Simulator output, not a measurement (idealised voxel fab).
The following process module bears the name voxel released beams.
Pictured: cross-section cut, 210 nm wide, on a grid of 5 nm square cells.
Cross-section format: a grid of square cells, given as bands from top to bottom; each band is one or more rows of cells. Each band's line starts with the height of the band's top and of its bottom, in nm. Then come its materials from left to right, each with its width in nm. One material with "throughout" fills the band from edge to edge. "empty" is empty space. Counting heights begins at 0, where everything beneath is, in the wafer as received, one material. The lowest band has no bottom; it goes on downwards, as "0 and below" shows. So if you see something like "30->40" for the width, read it as the top row of the band sitting at the first number and the bottom row at the second, with every row in between moving by the same amount as the last. Where a step carries "stayed the same", the cross-section came out of it unchanged, cell for cell. "Unvented cavities" contains a list of empty spaces, each no smaller than 8 cells and without an open way to the top, written in the form width x height at distance with the distance from the left edge and all three in nm. On a step's line, text after the settings is the simulator commenting on that step. When a step includes a mask, the "overlay nm" setting on its line states how far to the right of its planned place that mask lay, and negative values state how far to the left. Each of the pairs that make up the rest of this document says: here is the cross-section before one process step, here is the cross-section after it, drawn only down to the lowest band that changed, and here, under the pair, is the step lying between them with its settings. Different pairs may come from different runs of this module on the same starting wafer, so a pair continues from the pair above it only where its entry headed "Prior state" says so.
# Prior state
0 and below = Si throughout
Unvented cavities: none
# Post-Step Geometry
10 down to 0 = Al2O3 throughout
Nothing below the height 0 has changed.
Unvented cavities: none
Upper to lower cross-section via CONFORMAL_DEP | material Al2O3 | thk nm 10
Prior state: per the after cross-section of the pair just above.
# Post-Step Geometry
20 down to 10 = SiO2 throughout
Nothing below the height 10 has changed.
Unvented cavities: none
Upper to lower cross-section via DIRECTIONAL_DEP | material SiO2 | thk nm 10
Prior state: per the after cross-section of the pair just above.
# Post-Step Geometry
35 down to 20 = resist (55) / empty (35) / resist (120)
Nothing below the height 20 has changed.
Unvented cavities: none
Upper to lower cross-section via PATTERN | tone open | mask id ANCHOR | material resist | width nm 35 | thk nm 15 | overlay nm 0
Prior state: per the after cross-section of the pair just above.
# Post-Step Geometry
35 down to 20 = resist (55) / empty (35) / resist (120)
20 down to 10 = SiO2 (55) / empty (35) / SiO2 (120)
Nothing below the height 10 has changed.
Unvented cavities: none
Upper to lower cross-section via DIRECTIONAL_ETCH | etch materials SiO2 | depth nm 10
Prior state: per the after cross-section of the pair just above.
# Post-Step Geometry
20 down to 10 = SiO2 (55) / empty (35) / SiO2 (120)
Nothing below the height 10 has changed.
Unvented cavities: none
Upper to lower cross-section via STRIP | etch materials resist
Prior state: per the after cross-section of the pair just above.
# Post-Step Geometry
35 down to 25 = SiN (70) / empty (5) / SiN (135)
25 down to 20 = SiN throughout
20 down to 10 = SiO2 (55) / SiN (35) / SiO2 (120)
Nothing below the height 10 has changed.
Unvented cavities: none
Upper to lower cross-section via CONFORMAL_DEP | material SiN | thk nm 15
Prior state: per the after cross-section of the pair just above.
# Post-Step Geometry
50 down to 35 = empty (50) / resist (105) / empty (55)
35 down to 25 = SiN (70) / resist (5) / SiN (135)
Nothing below the height 25 has changed.
Unvented cavities: none
Upper to lower cross-section via PATTERN | tone cover | mask id BEAM | material resist | width nm 105 | thk nm 15 | overlay nm 0
Prior state: per the after cross-section of the pair just above.
# Post-Step Geometry
50 down to 35 = empty (50) / resist (105) / empty (55)
35 down to 25 = empty (50) / SiN (20) / resist (5) / SiN (80) / empty (55)
25 down to 20 = empty (50) / SiN (105) / empty (55)
Nothing below the height 20 has changed.
Unvented cavities: none
Upper to lower cross-section via DIRECTIONAL_ETCH | etch materials SiN | depth nm 15
Prior state: per the after cross-section of the pair just above.
# Post-Step Geometry
35 down to 25 = empty (50) / SiN (20) / empty (5) / SiN (80) / empty (55)
Nothing below the height 25 has changed.
Unvented cavities: none
Upper to lower cross-section via STRIP | etch materials resist
Prior state: per the after cross-section of the pair just above.
# Post-Step Geometry
35 down to 25 = empty (50) / SiN (20) / empty (5) / SiN (80) / empty (55)
25 down to 20 = empty (50) / SiN (105) / empty (55)
20 down to 10 = empty (55) / SiN (35) / empty (120)
Nothing below the height 10 has changed.
Unvented cavities: none
Upper to lower cross-section via STRIP | etch materials SiO2
# Prior state
0 and below = Si throughout
Unvented cavities: none
# Post-Step Geometry
10 down to 0 = SiO2 throughout
Nothing below the height 0 has changed.
Unvented cavities: none
Upper to lower cross-section via DIRECTIONAL_DEP | material SiO2 | thk nm 10
Prior state: per the after cross-section of the pair just above.
# Post-Step Geometry
25 down to 10 = resist (55) / empty (35) / resist (120)
Nothing below the height 10 has changed.
Unvented cavities: none
Upper to lower cross-section via PATTERN | tone open | mask id ANCHOR | material resist | width nm 35 | thk nm 15 | overlay nm 0
Prior state: per the after cross-section of the pair just above.
# Post-Step Geometry
25 down to 10 = resist (55) / empty (35) / resist (120)
10 down to 0 = SiO2 (55) / empty (35) / SiO2 (120)
Nothing below the height 0 has changed.
Unvented cavities: none
Upper to lower cross-section via DIRECTIONAL_ETCH | etch materials SiO2 | depth nm 10
Prior state: per the after cross-section of the pair just above.
# Post-Step Geometry
10 down to 0 = SiO2 (55) / empty (35) / SiO2 (120)
Nothing below the height 0 has changed.
Unvented cavities: none
Upper to lower cross-section via STRIP | etch materials resist
Prior state: per the after cross-section of the pair just above.
# Post-Step Geometry
25 down to 15 = SiN (70) / empty (5) / SiN (135)
15 down to 10 = SiN throughout
10 down to 0 = SiO2 (55) / SiN (35) / SiO2 (120)
Nothing below the height 0 has changed.
Unvented cavities: none
Upper to lower cross-section via CONFORMAL_DEP | material SiN | thk nm 15
Prior state: per the after cross-section of the pair just above.
# Post-Step Geometry
40 down to 25 = empty (50) / resist (105) / empty (55)
25 down to 15 = SiN (70) / resist (5) / SiN (135)
Nothing below the height 15 has changed.
Unvented cavities: none
Upper to lower cross-section via PATTERN | tone cover | mask id BEAM | material resist | width nm 105 | thk nm 15 | overlay nm 0
Prior state: per the after cross-section of the pair just above.
# Post-Step Geometry
40 down to 25 = empty (50) / resist (105) / empty (55)
25 down to 15 = empty (50) / SiN (20) / resist (5) / SiN (80) / empty (55)
15 down to 10 = empty (50) / SiN (105) / empty (55)
Nothing below the height 10 has changed.
Unvented cavities: none
Upper to lower cross-section via DIRECTIONAL_ETCH | etch materials SiN | depth nm 15
Prior state: per the after cross-section of the pair just above.
# Post-Step Geometry
25 down to 15 = empty (50) / SiN (20) / empty (5) / SiN (80) / empty (55)
Nothing below the height 15 has changed.
Unvented cavities: none
Upper to lower cross-section via STRIP | etch materials resist
Prior state: per the after cross-section of the pair just above.
# Post-Step Geometry
25 down to 15 = empty (50) / SiN (20) / empty (5) / SiN (80) / empty (55)
15 down to 10 = empty (50) / SiN (105) / empty (55)
10 down to 0 = empty (55) / SiN (35) / empty (120)
Nothing below the height 0 has changed.
Unvented cavities: none
Upper to lower cross-section via STRIP | etch materials SiO2
# Prior state
35 down to 25 = SiN (70) / empty (5) / SiN (135)
25 down to 20 = SiN throughout
20 down to 10 = SiO2 (55) / SiN (35) / SiO2 (120)
10 down to 0 = Al2O3 throughout
0 and below = Si throughout
Unvented cavities: none
# Post-Step Geometry
50 down to 20 = SiN throughout
Nothing below the height 20 has changed.
Unvented cavities: none
Upper to lower cross-section via CONFORMAL_DEP | material SiN | thk nm 15
Prior state: per the after cross-section of the pair just above.
# Post-Step Geometry
65 down to 50 = empty (50) / resist (105) / empty (55)
Nothing below the height 50 has changed.
Unvented cavities: none
Upper to lower cross-section via PATTERN | tone cover | mask id BEAM | material resist | width nm 105 | thk nm 15 | overlay nm 0
Prior state: per the after cross-section of the pair just above.
# Post-Step Geometry
65 down to 50 = empty (50) / resist (105) / empty (55)
50 down to 35 = empty (50) / SiN (105) / empty (55)
Nothing below the height 35 has changed.
Unvented cavities: none
Upper to lower cross-section via DIRECTIONAL_ETCH | etch materials SiN | depth nm 15
Prior state: per the after cross-section of the pair just above.
# Post-Step Geometry
50 down to 35 = empty (50) / SiN (105) / empty (55)
Nothing below the height 35 has changed.
Unvented cavities: none
Upper to lower cross-section via STRIP | etch materials resist
# Prior state
10 down to 0 = SiO2 throughout
0 and below = Si throughout
Unvented cavities: none
# Post-Step Geometry
20 down to 10 = Al2O3 throughout
Nothing below the height 10 has changed.
Unvented cavities: none
Upper to lower cross-section via CONFORMAL_DEP | material Al2O3 | thk nm 10
Prior state: per the after cross-section of the pair just above.
# Post-Step Geometry
35 down to 20 = resist (55) / empty (35) / resist (120)
Nothing below the height 20 has changed.
Unvented cavities: none
Upper to lower cross-section via PATTERN | tone open | mask id ANCHOR | material resist | width nm 35 | thk nm 15 | overlay nm 0
Prior state: per the after cross-section of the pair just above.
# Post-Step Geometry
20 down to 10 = Al2O3 throughout
Nothing below the height 10 has changed.
Unvented cavities: none
Upper to lower cross-section via STRIP | etch materials resist
Prior state: per the after cross-section of the pair just above.
# Post-Step Geometry
35 down to 20 = SiN throughout
Nothing below the height 20 has changed.
Unvented cavities: none
Upper to lower cross-section via CONFORMAL_DEP | material SiN | thk nm 15
Prior state: per the after cross-section of the pair just above.
# Post-Step Geometry
50 down to 35 = empty (50) / resist (105) / empty (55)
Nothing below the height 35 has changed.
Unvented cavities: none
Upper to lower cross-section via PATTERN | tone cover | mask id BEAM | material resist | width nm 105 | thk nm 15 | overlay nm 0
Prior state: per the after cross-section of the pair just above.
# Post-Step Geometry
50 down to 35 = empty (50) / resist (105) / empty (55)
35 down to 20 = empty (50) / SiN (105) / empty (55)
Nothing below the height 20 has changed.
Unvented cavities: none
Upper to lower cross-section via DIRECTIONAL_ETCH | etch materials SiN | depth nm 15
Prior state: per the after cross-section of the pair just above.
# Post-Step Geometry
35 down to 20 = empty (50) / SiN (105) / empty (55)
Nothing below the height 20 has changed.
Unvented cavities: none
Upper to lower cross-section via STRIP | etch materials resist
# Prior state
20 down to 10 = SiO2 (55) / empty (35) / SiO2 (120)
10 down to 0 = Al2O3 throughout
0 and below = Si throughout
Unvented cavities: none
# Post-Step Geometry
25 down to 20 = SiN (60) / empty (25) / SiN (125)
20 down to 15 = SiO2 (55) / SiN (5) / empty (25) / SiN (5) / SiO2 (120)
15 down to 10 = SiO2 (55) / SiN (35) / SiO2 (120)
Nothing below the height 10 has changed.
Unvented cavities: none
Upper to lower cross-section via CONFORMAL_DEP | material SiN | thk nm 5
Prior state: per the after cross-section of the pair just above.
# Post-Step Geometry
40 down to 25 = empty (50) / resist (105) / empty (55)
25 down to 20 = SiN (60) / resist (25) / SiN (125)
20 down to 15 = SiO2 (55) / SiN (5) / resist (25) / SiN (5) / SiO2 (120)
Nothing below the height 15 has changed.
Unvented cavities: none
Upper to lower cross-section via PATTERN | tone cover | mask id BEAM | material resist | width nm 105 | thk nm 15 | overlay nm 0
Prior state: per the after cross-section of the pair just above.
# Post-Step Geometry
40 down to 25 = empty (50) / resist (105) / empty (55)
25 down to 20 = empty (50) / SiN (10) / resist (25) / SiN (70) / empty (55)
Nothing below the height 20 has changed.
Unvented cavities: none
Upper to lower cross-section via DIRECTIONAL_ETCH | etch materials SiN | depth nm 15
Prior state: per the after cross-section of the pair just above.
# Post-Step Geometry
25 down to 20 = empty (50) / SiN (10) / empty (25) / SiN (70) / empty (55)
20 down to 15 = SiO2 (55) / SiN (5) / empty (25) / SiN (5) / SiO2 (120)
Nothing below the height 15 has changed.
Unvented cavities: none
Upper to lower cross-section via STRIP | etch materials resist
Prior state: per the after cross-section of the pair just above.
# Post-Step Geometry
25 down to 15 = empty (50->55) / SiN (10->5) / empty (25) / SiN (70->5) / empty (55->120)
15 down to 10 = empty (55) / SiN (35) / empty (120)
Nothing below the height 10 has changed.
Unvented cavities: none
Upper to lower cross-section via STRIP | etch materials SiO2
# Prior state
20 down to 10 = SiO2 throughout
10 down to 0 = Al2O3 throughout
0 and below = Si throughout
Unvented cavities: none
# Post-Step Geometry
35 down to 20 = resist (60) / empty (25) / resist (125)
Nothing below the height 20 has changed.
Unvented cavities: none
Upper to lower cross-section via PATTERN | tone open | mask id ANCHOR | material resist | width nm 25 | thk nm 15 | overlay nm 0
Prior state: per the after cross-section of the pair just above.
# Post-Step Geometry
35 down to 20 = resist (60) / empty (25) / resist (125)
20 down to 10 = SiO2 (60) / empty (25) / SiO2 (125)
Nothing below the height 10 has changed.
Unvented cavities: none
Upper to lower cross-section via DIRECTIONAL_ETCH | etch materials SiO2 | depth nm 10
Prior state: per the after cross-section of the pair just above.
# Post-Step Geometry
20 down to 10 = SiO2 (60) / empty (25) / SiO2 (125)
Nothing below the height 10 has changed.
Unvented cavities: none
Upper to lower cross-section via STRIP | etch materials resist
Prior state: per the after cross-section of the pair just above.
# Post-Step Geometry
35 down to 20 = SiN throughout
20 down to 10 = SiO2 (60) / SiN (25) / SiO2 (125)
Nothing below the height 10 has changed.
Unvented cavities: none
Upper to lower cross-section via CONFORMAL_DEP | material SiN | thk nm 15
Prior state: per the after cross-section of the pair just above.
# Post-Step Geometry
50 down to 35 = empty (50) / resist (105) / empty (55)
Nothing below the height 35 has changed.
Unvented cavities: none
Upper to lower cross-section via PATTERN | tone cover | mask id BEAM | material resist | width nm 105 | thk nm 15 | overlay nm 0
Prior state: per the after cross-section of the pair just above.
# Post-Step Geometry
50 down to 35 = empty (50) / resist (105) / empty (55)
35 down to 20 = empty (50) / SiN (105) / empty (55)
Nothing below the height 20 has changed.
Unvented cavities: none
Upper to lower cross-section via DIRECTIONAL_ETCH | etch materials SiN | depth nm 15
Prior state: per the after cross-section of the pair just above.
# Post-Step Geometry
35 down to 20 = empty (50) / SiN (105) / empty (55)
Nothing below the height 20 has changed.
Unvented cavities: none
Upper to lower cross-section via STRIP | etch materials resist
Prior state: per the after cross-section of the pair just above.
# Post-Step Geometry
35 down to 20 = empty (50) / SiN (105) / empty (55)
20 down to 10 = empty (60) / SiN (25) / empty (125)
Nothing below the height 10 has changed.
Unvented cavities: none
Upper to lower cross-section via STRIP | etch materials SiO2
# Prior state
35 down to 25 = SiN (70) / empty (5) / SiN (135)
25 down to 20 = SiN throughout
20 down to 10 = SiO2 (55) / SiN (35) / SiO2 (120)
10 down to 0 = Al2O3 throughout
0 and below = Si throughout
Unvented cavities: none
# Post-Step Geometry
50 down to 35 = empty (60) / resist (105) / empty (45)
35 down to 25 = SiN (70) / resist (5) / SiN (135)
Nothing below the height 25 has changed.
Unvented cavities: none
Upper to lower cross-section via PATTERN | tone cover | mask id BEAM | material resist | width nm 105 | thk nm 15 | overlay nm 10
Prior state: per the after cross-section of the pair just above.
# Post-Step Geometry
50 down to 35 = empty (60) / resist (105) / empty (45)
35 down to 25 = empty (60) / SiN (10) / resist (5) / SiN (90) / empty (45)
25 down to 20 = empty (60) / SiN (105) / empty (45)
Nothing below the height 20 has changed.
Unvented cavities: none
Upper to lower cross-section via DIRECTIONAL_ETCH | etch materials SiN | depth nm 15
Prior state: per the after cross-section of the pair just above.
# Post-Step Geometry
35 down to 25 = empty (60) / SiN (10) / empty (5) / SiN (90) / empty (45)
Nothing below the height 25 has changed.
Unvented cavities: none
Upper to lower cross-section via STRIP | etch materials resist
Prior state: per the after cross-section of the pair just above.
# Post-Step Geometry
35 down to 25 = empty (60) / SiN (10) / empty (5) / SiN (90) / empty (45)
25 down to 20 = empty (60) / SiN (105) / empty (45)
20 down to 10 = empty (55) / SiN (35) / empty (120)
Nothing below the height 10 has changed.
Unvented cavities: none
Upper to lower cross-section via STRIP | etch materials SiO2
# Prior state
0 and below = Si throughout
Unvented cavities: none
# Post-Step Geometry
10 down to 0 = SiN throughout
Nothing below the height 0 has changed.
Unvented cavities: none
Upper to lower cross-section via CONFORMAL_DEP | material SiN | thk nm 10
Prior state: per the after cross-section of the pair just above.
# Post-Step Geometry
20 down to 10 = SiO2 throughout
Nothing below the height 10 has changed.
Unvented cavities: none
Upper to lower cross-section via DIRECTIONAL_DEP | material SiO2 | thk nm 10
Prior state: per the after cross-section of the pair just above.
# Post-Step Geometry
35 down to 20 = resist (55) / empty (35) / resist (120)
Nothing below the height 20 has changed.
Unvented cavities: none
Upper to lower cross-section via PATTERN | tone open | mask id ANCHOR | material resist | width nm 35 | thk nm 15 | overlay nm 0
Prior state: per the after cross-section of the pair just above.
# Post-Step Geometry
35 down to 20 = resist (55) / empty (35) / resist (120)
20 down to 10 = SiO2 (55) / empty (35) / SiO2 (120)
Nothing below the height 10 has changed.
Unvented cavities: none
Upper to lower cross-section via DIRECTIONAL_ETCH | etch materials SiO2 | depth nm 10
Prior state: per the after cross-section of the pair just above.
# Post-Step Geometry
20 down to 10 = SiO2 (55) / empty (35) / SiO2 (120)
Nothing below the height 10 has changed.
Unvented cavities: none
Upper to lower cross-section via STRIP | etch materials resist
Prior state: per the after cross-section of the pair just above.
# Post-Step Geometry
35 down to 25 = SiN (70) / empty (5) / SiN (135)
25 down to 20 = SiN throughout
20 down to 10 = SiO2 (55) / SiN (35) / SiO2 (120)
Nothing below the height 10 has changed.
Unvented cavities: none
Upper to lower cross-section via CONFORMAL_DEP | material SiN | thk nm 15
Prior state: per the after cross-section of the pair just above.
# Post-Step Geometry
50 down to 35 = empty (50) / resist (105) / empty (55)
35 down to 25 = SiN (70) / resist (5) / SiN (135)
Nothing below the height 25 has changed.
Unvented cavities: none
Upper to lower cross-section via PATTERN | tone cover | mask id BEAM | material resist | width nm 105 | thk nm 15 | overlay nm 0
Prior state: per the after cross-section of the pair just above.
# Post-Step Geometry
50 down to 35 = empty (50) / resist (105) / empty (55)
35 down to 25 = empty (50) / SiN (20) / resist (5) / SiN (80) / empty (55)
25 down to 20 = empty (50) / SiN (105) / empty (55)
Nothing below the height 20 has changed.
Unvented cavities: none
Upper to lower cross-section via DIRECTIONAL_ETCH | etch materials SiN | depth nm 15
Prior state: per the after cross-section of the pair just above.
# Post-Step Geometry
35 down to 25 = empty (50) / SiN (20) / empty (5) / SiN (80) / empty (55)
Nothing below the height 25 has changed.
Unvented cavities: none
Upper to lower cross-section via STRIP | etch materials resist
Prior state: per the after cross-section of the pair just above.
# Post-Step Geometry
35 down to 25 = empty (50) / SiN (20) / empty (5) / SiN (80) / empty (55)
25 down to 20 = empty (50) / SiN (105) / empty (55)
20 down to 10 = empty (55) / SiN (35) / empty (120)
Nothing below the height 10 has changed.
Unvented cavities: none
Upper to lower cross-section via STRIP | etch materials SiO2
# Prior state
20 down to 10 = SiO2 throughout
10 down to 0 = Al2O3 throughout
0 and below = Si throughout
Unvented cavities: none
# Post-Step Geometry
35 down to 20 = empty (55) / resist (35) / empty (120)
Nothing below the height 20 has changed.
Unvented cavities: none
Upper to lower cross-section via PATTERN | tone cover | mask id ANCHOR | material resist | width nm 35 | thk nm 15 | overlay nm 0
Prior state: per the after cross-section of the pair just above.
# Post-Step Geometry
35 down to 20 = empty (55) / resist (35) / empty (120)
20 down to 10 = empty (55) / SiO2 (35) / empty (120)
Nothing below the height 10 has changed.
Unvented cavities: none
Upper to lower cross-section via DIRECTIONAL_ETCH | etch materials SiO2 | depth nm 10
Prior state: per the after cross-section of the pair just above.
# Post-Step Geometry
20 down to 10 = empty (55) / SiO2 (35) / empty (120)
Nothing below the height 10 has changed.
Unvented cavities: none
Upper to lower cross-section via STRIP | etch materials resist
Prior state: per the after cross-section of the pair just above.
# Post-Step Geometry
35 down to 25 = empty (40) / SiN (65) / empty (105)
25 down to 20 = SiN throughout
20 down to 10 = SiN (55) / SiO2 (35) / SiN (120)
Nothing below the height 10 has changed.
Unvented cavities: none
Upper to lower cross-section via CONFORMAL_DEP | material SiN | thk nm 15
Prior state: per the after cross-section of the pair just above.
# Post-Step Geometry
50 down to 35 = empty (50) / resist (105) / empty (55)
35 down to 25 = empty (40) / SiN (65) / resist (50) / empty (55)
Nothing below the height 25 has changed.
Unvented cavities: none
Upper to lower cross-section via PATTERN | tone cover | mask id BEAM | material resist | width nm 105 | thk nm 15 | overlay nm 0
Prior state: per the after cross-section of the pair just above.
# Post-Step Geometry
50 down to 35 = empty (50) / resist (105) / empty (55)
35 down to 25 = empty (50) / SiN (55) / resist (50) / empty (55)
25 down to 20 = empty (50) / SiN (105) / empty (55)
20 down to 10 = empty (40) / SiN (15) / SiO2 (35) / SiN (65) / empty (55)
Nothing below the height 10 has changed.
Unvented cavities: none
Upper to lower cross-section via DIRECTIONAL_ETCH | etch materials SiN | depth nm 15
Prior state: per the after cross-section of the pair just above.
# Post-Step Geometry
35 down to 25 = empty (50) / SiN (55) / empty (105)
Nothing below the height 25 has changed.
Unvented cavities: none
Upper to lower cross-section via STRIP | etch materials resist
